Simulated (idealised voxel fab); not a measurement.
process module | voxel capacitor over wiring
cross-section cut | 205 nm wide | cells 5 nm
A cross-section is a grid of square cells, given in bands from the top down. A band is one or more rows of cells.
Each band's line starts with the height of the band's top and of its bottom, in nm. Then come its materials from left to right, each with its width in nm. One material with "throughout" fills the band from edge to edge. "air" is empty space.
Height 0 is the level under which the wafer as received is all one material. The lowest band goes on downwards, as in "0 down".
A width such as "30 to 40" changes by the same amount from each row of cells to the next, from the band's top row to its bottom row.
"no change" after a step means that no cell of the cross-section changed.
closed voids: empty space of 8 cells or more with no open way to the top, each as width x height at its distance from the left edge, in nm
after a step's settings: what the simulator itself notes on the step
overlay nm, on a step with a mask: how far to the right of its planned place the mask lay; to the left if negative
plan
1 op RECEIVE | material Si
2 op CONFORMAL_DEP | material SiO2 | thk nm 10
3 op CONFORMAL_DEP | material SiN | thk nm 5
4 op DIRECTIONAL_DEP | material lowk | thk nm 20
5 op DIRECTIONAL_DEP | material aC | thk nm 10
6 op PATTERN | tone open | mask id METAL_1 | material resist | width nm 20 | pitch nm 70 | thk nm 25 | overlay nm 0
7 op DIRECTIONAL_ETCH | etch materials aC | depth nm 10
8 op STRIP | etch materials resist
9 op DIRECTIONAL_ETCH | etch materials lowk | depth nm 20
10 op DIRECTIONAL_ETCH | etch materials SiN | depth nm 5
11 op STRIP | etch materials aC
12 op CONFORMAL_DEP | material TiN | thk nm 5
13 op FILL_DEP | material Cu | thk nm 10
14 op CMP | height nm 35
15 op CONFORMAL_DEP | material SiCN | thk nm 5
16 op DIRECTIONAL_DEP | material SiO2 | thk nm 15
17 op DIRECTIONAL_DEP | material aC | thk nm 15
18 op PATTERN | tone open | mask id PLUG_1 | material resist | width nm 15 | thk nm 30 | overlay nm 0
19 op DIRECTIONAL_ETCH | etch materials aC | depth nm 15
20 op STRIP | etch materials resist
21 op DIRECTIONAL_ETCH | etch materials SiO2 | depth nm 15
22 op DIRECTIONAL_ETCH | etch materials SiCN | depth nm 5
23 op STRIP | etch materials aC
24 op EPI | material Ru | thk nm 10
25 op EPI | material Ru | thk nm 10
26 op DIRECTIONAL_DEP | material TiN | thk nm 10
27 op DIRECTIONAL_DEP | material SiN | thk nm 5
28 op DIRECTIONAL_DEP | material TiN | thk nm 10
29 op DIRECTIONAL_DEP | material aC | thk nm 15
30 op PATTERN | tone cover | mask id UPPER_PLATE | material resist | width nm 55 | thk nm 35 | overlay nm 0
31 op DIRECTIONAL_ETCH | etch materials aC | depth nm 15
32 op STRIP | etch materials resist
33 op DIRECTIONAL_ETCH | etch materials TiN | depth nm 10
34 op DIRECTIONAL_ETCH | etch materials SiN | depth nm 5
35 op STRIP | etch materials aC
36 op MASKED_ETCH | tone cover | mask id LOWER_PLATE | width nm 65 | etch materials TiN | depth nm 10 | overlay nm 0
37 op FILL_DEP | material SiO2 | thk nm 20
38 op CMP | height nm 95
39 op MASKED_ETCH | tone open | mask id PLUG_2 | width nm 15 | etch materials SiO2 | depth nm 15 | overlay nm 0
40 op CONFORMAL_DEP | material TiN | thk nm 5
41 op FILL_DEP | material Cu | thk nm 5
42 op CMP | height nm 95
43 op CONFORMAL_DEP | material SiCN | thk nm 5
as received, after step 1
  0 down: Si throughout
  closed voids: none
first wafer at the end, as planned
  100 to 95: SiCN throughout
  95 to 85: SiO2 70 | TiN 5 | Cu 5 | TiN 5 | SiO2 120
  85 to 80: SiO2 70 | TiN 15 | SiO2 120
  80 to 70: SiO2 60 | TiN 55 | SiO2 90
  70 to 65: SiO2 60 | SiN 55 | SiO2 90
  65 to 55: SiO2 55 | TiN 65 | SiO2 85
  55 to 40: SiO2 60 | Ru 15 | SiO2 130
  40 to 35: SiCN 60 | Ru 15 | SiCN 130
  35 to 15: lowk 55 | TiN 5 | Cu 10 | TiN 5 | lowk 50 | TiN 5 | Cu 10 | TiN 5 | lowk 60
  15 to 10: SiN 55 | TiN 20 | SiN 50 | TiN 20 | SiN 60
  10 to 0: SiO2 throughout
  0 down: Si throughout
  closed voids: none
second wafer at the end: like start, like plan, one mistake
  100 to 95: SiCN throughout
  95 to 85: SiO2 70 | TiN 5 | Cu 5 | TiN 5 | SiO2 120
  85 to 80: SiO2 70 | TiN 15 | SiO2 120
  80 to 70: SiO2 60 | TiN 55 | SiO2 90
  70 to 65: SiO2 60 | SiN 55 | SiO2 90
  65 to 55: SiO2 55 | TiN 65 | SiO2 85
  55 to 40: SiO2 60 | Ru 15 | SiO2 130
  40 to 35: SiCN 60 | Ru 15 | SiCN 130
  35 to 30: TiN 60 | Cu 10 | TiN 60 | Cu 10 | TiN 65
  30 to 15: lowk 55 | TiN 5 | Cu 10 | TiN 5 | lowk 50 | TiN 5 | Cu 10 | TiN 5 | lowk 60
  15 to 10: lowk 55 | TiN 20 | lowk 50 | TiN 20 | lowk 60
  10 to 0: SiO2 throughout
  0 down: Si throughout
  closed voids: none
what went wrong: step 3 was left out
at the end the second wafer has, in cells: 33 fewer of SiN | 33 more of TiN
